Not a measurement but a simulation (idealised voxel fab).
Documented hereafter: the process module known as voxel wiring stack.
For reference, the cross-section in this document is cut, with width 265 nm and square cells of 5 nm.
Heads up, the way a cross-section reads in here is a grid of square cells, handed over as bands from the top down, with every band being one or more rows of cells. Within each band entry, the heights of the top and of the bottom of the band appear first, in that order and in nm; the materials of the band then follow from left to right, each with its corresponding width in nm. The designation "everywhere" on a single material indicates that it fills the band from edge to edge; the designation "blank" indicates empty space. Below 0: as-received wafer, all one material; heights counted from there. Lowest band: no bottom, goes on down, written "0 -> down". Quick explanation for "30->40": the width changes in equal steps down the rows of cells, from the first number in the band's top row to the second number in its bottom row. "left unchanged", as given for a step, is the statement that not any cell of the cross-section underwent a change during that step. Empty spaces without an open route to the top, at least 8 cells in extent, make up the entry "Closed void table"; each is given as width x height at distance, where the distance is measured from the left edge, and all are in nm. That trailing text on a step's line, after the settings, is the simulator's own remark on the step. overlay nm: where the mask lay relative to plan, measured to the right, on steps with a mask; negatives go left.
[Here's what the planned process steps look like]
- 1: RECEIVE with material Si
- 2: CONFORMAL_DEP with material SiO2, thk nm 15
- 3: CONFORMAL_DEP with material SiN, thk nm 5
- 4: DIRECTIONAL_DEP with material lowk, thk nm 25
- 5: DIRECTIONAL_DEP with material aC, thk nm 10
- 6: PATTERN with tone open, mask id METAL_1, material resist, width nm 25, pitch nm 45, thk nm 25, overlay nm 0
- 7: DIRECTIONAL_ETCH with etch materials aC, depth nm 10
- 8: STRIP with etch materials resist
- 9: DIRECTIONAL_ETCH with etch materials lowk, depth nm 25
- 10: DIRECTIONAL_ETCH with etch materials SiN, depth nm 5
- 11: STRIP with etch materials aC
- 12: CONFORMAL_DEP with material TiN, thk nm 5
- 13: FILL_DEP with material Cu, thk nm 10
- 14: CMP with height nm 45
- 15: CONFORMAL_DEP with material SiCN, thk nm 5
- 16: DIRECTIONAL_DEP with material SiO2, thk nm 10
- 17: DIRECTIONAL_DEP with material aC, thk nm 10
- 18: PATTERN with tone open, mask id PLUG_1, material resist, width nm 15, thk nm 25, overlay nm 0
- 19: DIRECTIONAL_ETCH with etch materials aC, depth nm 10
- 20: STRIP with etch materials resist
- 21: DIRECTIONAL_ETCH with etch materials SiO2, depth nm 10
- 22: DIRECTIONAL_ETCH with etch materials SiCN, depth nm 5
- 23: STRIP with etch materials aC
- 24: CONFORMAL_DEP with material TiN, thk nm 5
- 25: FILL_DEP with material Ru, thk nm 10
- 26: CMP with height nm 60
- 27: CONFORMAL_DEP with material SiN, thk nm 5
- 28: DIRECTIONAL_DEP with material SiO2, thk nm 15
- 29: MASKED_ETCH with tone open, mask id METAL_2, width nm 25, pitch nm 45, etch materials SiO2, depth nm 15, overlay nm 0
- 30: MASKED_ETCH with tone open, mask id METAL_2, width nm 25, pitch nm 45, etch materials SiN, depth nm 5, overlay nm 0
- 31: CONFORMAL_DEP with material TiN, thk nm 5
- 32: FILL_DEP with material W, thk nm 10
- 33: CMP with height nm 80
- 34: CONFORMAL_DEP with material SiCN, thk nm 5
- 35: DIRECTIONAL_DEP with material lowk, thk nm 20
- 36: MASKED_ETCH with tone open, mask id PLUG_2, width nm 15, pitch nm 45, etch materials lowk, depth nm 20, overlay nm 0
- 37: MASKED_ETCH with tone open, mask id PLUG_2, width nm 15, pitch nm 45, etch materials SiCN, depth nm 5, overlay nm 0
- 38: CONFORMAL_DEP with material TiN, thk nm 5
- 39: FILL_DEP with material W, thk nm 10
- 40: CMP with height nm 105
- 41: CONFORMAL_DEP with material SiN, thk nm 5
- 42: DIRECTIONAL_DEP with material SiO2, thk nm 20
- 43: DIRECTIONAL_DEP with material aC, thk nm 15
- 44: PATTERN with tone open, mask id METAL_3, material resist, width nm 25, pitch nm 45, thk nm 30, overlay nm 0
- 45: DIRECTIONAL_ETCH with etch materials aC, depth nm 15
- 46: STRIP with etch materials resist
- 47: DIRECTIONAL_ETCH with etch materials SiO2, depth nm 20
- 48: DIRECTIONAL_ETCH with etch materials SiN, depth nm 5
- 49: STRIP with etch materials aC
- 50: CONFORMAL_DEP with material TiN, thk nm 5
- 51: FILL_DEP with material W, thk nm 10
- 52: CMP with height nm 130
- 53: EPI with material Ru, thk nm 5
- 54: FILL_DEP with material SiCN, thk nm 5
[The cross-section here shows the wafer as received, i.e. in its state after step 1]
	0 -> down = Si everywhere
	Closed void table: none
[The module was run from the start shown above using the plan shown above, but one mistake was made doing it; the resulting wafer cross-section is below]
	140 -> 135 = SiCN everywhere
	135 -> 130 = 90 nm SiCN / 35 nm Ru / 10 nm SiCN / 35 nm Ru / 95 nm SiCN
	130 -> 110 = 95 nm SiO2 / 5 nm TiN / 15 nm W / 5 nm TiN / 20 nm SiO2 / 5 nm TiN / 15 nm W / 5 nm TiN / 100 nm SiO2
	110 -> 105 = 95 nm SiN / 25 nm TiN / 20 nm SiN / 25 nm TiN / 100 nm SiN
	105 -> 85 = 95 nm lowk / 5 nm TiN / 5 nm W / 5 nm TiN / 30 nm lowk / 5 nm TiN / 5 nm W / 5 nm TiN / 110 nm lowk
	85 -> 80 = 95 nm SiCN / 15 nm TiN / 30 nm SiCN / 15 nm TiN / 110 nm SiCN
	80 -> 65 = 100 nm SiO2 / 5 nm TiN / 10 nm W / 5 nm TiN / 25 nm SiO2 / 5 nm TiN / 10 nm W / 5 nm TiN / 100 nm SiO2
	65 -> 60 = 100 nm SiN / 20 nm TiN / 25 nm SiN / 20 nm TiN / 100 nm SiN
	60 -> 50 = 95 nm SiO2 / 5 nm TiN / 5 nm Ru / 5 nm TiN / 155 nm SiO2
	50 -> 45 = 95 nm SiCN / 15 nm TiN / 155 nm SiCN
	45 -> 20 = 95 nm lowk / 5 nm TiN / 15 nm Cu / 5 nm TiN / 20 nm lowk / 5 nm TiN / 15 nm Cu / 5 nm TiN / 100 nm lowk
	20 -> 15 = 95 nm SiN / 25 nm TiN / 20 nm SiN / 25 nm TiN / 100 nm SiN
	15 -> 0 = SiO2 everywhere
	0 -> down = Si everywhere
	Closed void table: none
It is concluded that the wafer was processed incorrectly with respect to the plan, in that step 29 off recipe, ran as MASKED_ETCH with tone open, mask id METAL_2, width nm 20, pitch nm 45, etch materials SiO2, depth nm 15, overlay nm 0
